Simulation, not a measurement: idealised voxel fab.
The process module that follows is named voxel self aligned vias.
270 nm wide, 5 nm square cells: that's cross-section cut.
A cross-section in this document is a grid of square cells, and it is written down as bands, the top band listed before the ones below it; a band is made up of one or more rows of cells.
Top height, bottom height, nm. Materials left to right, width each, nm. Single material + "throughout" = fills band edge to edge. "empty" = empty.
Convention: height 0 is the level below which the wafer, as received, is all one material. The lowest band does not terminate at the bottom but continues downward, represented as "0 -> down".
With a width like "30..40", each row of cells in the band differs from the next by the same amount, the top row carrying the first number and the bottom row the second.
Step note "nothing changed" = no cross-section cell changed.
Heads up: "Completely sealed voids" only lists the empty pockets with no open path to the top that are 8 cells or more, and it writes them as width x height at distance, distance from the left edge, in nm.
That trailing text on a step's line, after the settings, is the simulator's own remark on the step.
When a step includes a mask, the "overlay nm" setting on its line states how far to the right of its planned place that mask lay, and negative values state how far to the left.

**This section lists the process steps that were planned**
| 1 | RECEIVE: material Si |
| 2 | CONFORMAL_DEP: material SiO2, thk nm 10 |
| 3 | CONFORMAL_DEP: material SiCN, thk nm 5 |
| 4 | DIRECTIONAL_DEP: material lowk, thk nm 20 |
| 5 | MASKED_ETCH: tone open, mask id LINES, width nm 20, pitch nm 70, etch materials lowk, depth nm 20, overlay nm 0 |
| 6 | CONFORMAL_DEP: material TiN, thk nm 5 |
| 7 | FILL_DEP: material Ru, thk nm 10 |
| 8 | CMP: height nm 35 |
| 9 | SELECTIVE_ETCH: etch materials W Ru TiN, depth nm 5 |
| 10 | FILL_DEP: material SiN, thk nm 5 |
| 11 | CMP: height nm 35 |
| 12 | DIRECTIONAL_DEP: material lowk, thk nm 20 |
| 13 | DIRECTIONAL_DEP: material aC, thk nm 15 |
| 14 | PATTERN: tone open, mask id VIAS, material resist, width nm 40, pitch nm 70, thk nm 30, overlay nm 0 |
| 15 | DIRECTIONAL_ETCH: etch materials aC, depth nm 15 |
| 16 | STRIP: etch materials resist |
| 17 | DIRECTIONAL_ETCH: etch materials lowk, depth nm 20 |
| 18 | DIRECTIONAL_ETCH: etch materials SiN, depth nm 5 |
| 19 | STRIP: etch materials aC |
| 20 | CONFORMAL_DEP: material TiN, thk nm 5 |
| 21 | FILL_DEP: material Ru, thk nm 10 |
| 22 | CMP: height nm 55 |
| 23 | CONFORMAL_DEP: material SiCN, thk nm 5 |

**Cross-section of the wafer as it came to us, i.e., already through step 1**
- 0 -> down  Si throughout
- Completely sealed voids: none

**Cross-section, end of module. Start: as above. Plan: as above. Execution: one mistake**
- 60 -> 55  SiCN throughout
- 55 -> 35  80 of lowk | 5 of TiN | 30 of Ru | 5 of TiN | 30 of lowk | 5 of TiN | 30 of Ru | 5 of TiN | 80 of lowk
- 35 -> 30  80 of lowk | 40 of TiN | 30 of lowk | 40 of TiN | 80 of lowk
- 30 -> 20  80 of lowk | 15 of TiN | 10 of Ru | 15 of TiN | 30 of lowk | 15 of TiN | 10 of Ru | 15 of TiN | 80 of lowk
- 20 -> 15  80 of lowk | 40 of TiN | 30 of lowk | 40 of TiN | 80 of lowk
- 15 -> 10  SiCN throughout
- 10 -> 0  SiO2 throughout
- 0 -> down  Si throughout
- Completely sealed voids: none
It is concluded that the wafer was processed incorrectly with respect to the plan, in that step 17 of the plan was carried out twice
